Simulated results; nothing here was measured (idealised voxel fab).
process module | voxel self aligned contacts
cross-section cut | 155 nm wide | cells 5 nm
A cross-section is a grid of square cells, given in bands from the top down. A band is one or more rows of cells.
Each band's line starts with the height of the band's top and of its bottom, in nm. Then come its materials from left to right, each with its width in nm. One material with "throughout" fills the band from edge to edge. "air" is empty space.
Height 0 is the level under which the wafer as received is all one material. The lowest band goes on downwards, as in "0 down".
A width such as "30 to 40" changes by the same amount from each row of cells to the next, from the band's top row to its bottom row.
"no change" after a step means that no cell of the cross-section changed.
closed voids: empty space of 8 cells or more with no open way to the top, each as width x height at its distance from the left edge, in nm
after a step's settings: what the simulator itself notes on the step
overlay nm, on a step with a mask: how far to the right of its planned place the mask lay; to the left if negative
plan
1 op RECEIVE | material Si
2 op CONFORMAL_DEP | material SiO2 | thk nm 5
3 op DIRECTIONAL_DEP | material polySi | thk nm 20
4 op DIRECTIONAL_DEP | material SiN | thk nm 15
5 op PATTERN | tone cover | mask id GATE | material resist | width nm 30 | pitch nm 55 | thk nm 20 | overlay nm 0
6 op DIRECTIONAL_ETCH | etch materials SiN | depth nm 15
7 op DIRECTIONAL_ETCH | etch materials polySi | depth nm 20
8 op STRIP | etch materials resist
9 op CONFORMAL_DEP | material SiN | thk nm 5
10 op DIRECTIONAL_ETCH | etch materials SiN | depth nm 5
11 op FILL_DEP | material SiO2 | thk nm 10
12 op CMP | height nm 45
13 op DIRECTIONAL_DEP | material aC | thk nm 10
14 op PATTERN | tone open | mask id CONTACT | material resist | width nm 35 | thk nm 30 | overlay nm 0
15 op DIRECTIONAL_ETCH | etch materials aC | depth nm 10
16 op STRIP | etch materials resist
17 op DIRECTIONAL_ETCH | etch materials SiO2 | depth nm 45
18 op STRIP | etch materials aC
19 op CONFORMAL_DEP | material TiN | thk nm 5
20 op FILL_DEP | material W | thk nm 10
21 op CMP | height nm 45
22 op CONFORMAL_DEP | material SiCN | thk nm 5
first wafer, as planned
as received, after step 1
  0 down: Si throughout
  closed voids: none
after step 2
  5 to 0: SiO2 throughout
  below 0: unchanged
after step 3
  25 to 5: polySi throughout
  below 5: unchanged
after step 4
  40 to 25: SiN throughout
  below 25: unchanged
after step 5
  60 to 40: air 35 | resist 30 | air 25 | resist 30 | air 35
  below 40: unchanged
after step 6
  60 to 40: air 35 | resist 30 | air 25 | resist 30 | air 35
  40 to 25: air 35 | SiN 30 | air 25 | SiN 30 | air 35
  below 25: unchanged
after step 7
  60 to 40: air 35 | resist 30 | air 25 | resist 30 | air 35
  40 to 25: air 35 | SiN 30 | air 25 | SiN 30 | air 35
  25 to 5: air 35 | polySi 30 | air 25 | polySi 30 | air 35
  below 5: unchanged
after step 8
  40 to 25: air 35 | SiN 30 | air 25 | SiN 30 | air 35
  below 25: unchanged
after step 9
  45 to 25: air 30 | SiN 40 | air 15 | SiN 40 | air 30
  25 to 10: air 30 | SiN 5 | polySi 30 | SiN 5 | air 15 | SiN 5 | polySi 30 | SiN 5 | air 30
  10 to 5: SiN 35 | polySi 30 | SiN 25 | polySi 30 | SiN 35
  below 5: unchanged
after step 10
  40 to 25: air 30 | SiN 40 | air 15 | SiN 40 | air 30
  25 to 5: air 30 | SiN 5 | polySi 30 | SiN 5 | air 15 | SiN 5 | polySi 30 | SiN 5 | air 30
  below 5: unchanged
after step 11
  50 to 40: SiO2 throughout
  40 to 25: SiO2 30 | SiN 40 | SiO2 15 | SiN 40 | SiO2 30
  25 to 5: SiO2 30 | SiN 5 | polySi 30 | SiN 5 | SiO2 15 | SiN 5 | polySi 30 | SiN 5 | SiO2 30
  below 5: unchanged
after step 12
  45 to 40: SiO2 throughout
  below 40: unchanged
after step 13
  55 to 45: aC throughout
  below 45: unchanged
after step 14
  85 to 55: resist 60 | air 35 | resist 60
  below 55: unchanged
after step 15
  75 to 55: resist 60 | air 35 | resist 60
  55 to 45: aC 60 | air 35 | aC 60
  below 45: unchanged
after step 16
  55 to 45: aC 60 | air 35 | aC 60
  below 45: unchanged
after step 17
  55 to 45: aC 60 | air 35 | aC 60
  45 to 40: SiO2 60 | air 35 | SiO2 60
  40 to 25: SiO2 30 | SiN 40 | air 15 | SiN 40 | SiO2 30
  25 to 5: SiO2 30 | SiN 5 | polySi 30 | SiN 5 | air 15 | SiN 5 | polySi 30 | SiN 5 | SiO2 30
  5 to 0: SiO2 70 | air 15 | SiO2 70
  below 0: unchanged
after step 18
  45 to 40: SiO2 60 | air 35 | SiO2 60
  below 40: unchanged
after step 19
  50 to 45: TiN 65 | air 25 | TiN 65
  45 to 40: SiO2 60 | TiN 15 | air 5 | TiN 15 | SiO2 60
  40 to 25: SiO2 30 | SiN 40 | TiN 5 | air 5 | TiN 5 | SiN 40 | SiO2 30
  25 to 5: SiO2 30 | SiN 5 | polySi 30 | SiN 5 | TiN 5 | air 5 | TiN 5 | SiN 5 | polySi 30 | SiN 5 | SiO2 30
  5 to 0: SiO2 70 | TiN 15 | SiO2 70
  below 0: unchanged
after step 20
  60 to 50: W throughout
  50 to 45: TiN 65 | W 25 | TiN 65
  45 to 40: SiO2 60 | TiN 15 | W 5 | TiN 15 | SiO2 60
  40 to 25: SiO2 30 | SiN 40 | TiN 5 | W 5 | TiN 5 | SiN 40 | SiO2 30
  25 to 5: SiO2 30 | SiN 5 | polySi 30 | SiN 5 | TiN 5 | W 5 | TiN 5 | SiN 5 | polySi 30 | SiN 5 | SiO2 30
  below 5: unchanged
after step 21
  45 to 40: SiO2 60 | TiN 15 | W 5 | TiN 15 | SiO2 60
  below 40: unchanged
after step 22
  50 to 45: SiCN throughout
  below 45: unchanged
second wafer: like start, like plan, one mistake. Through step 21 it matches the first wafer
when step 22 should have ended
  50 to 45: aC throughout
  below 45: unchanged
what went wrong: step 22 ran as: op CONFORMAL_DEP | material aC | thk nm 5
at the end the second wafer has, in cells: 31 fewer of SiCN | 31 more of aC
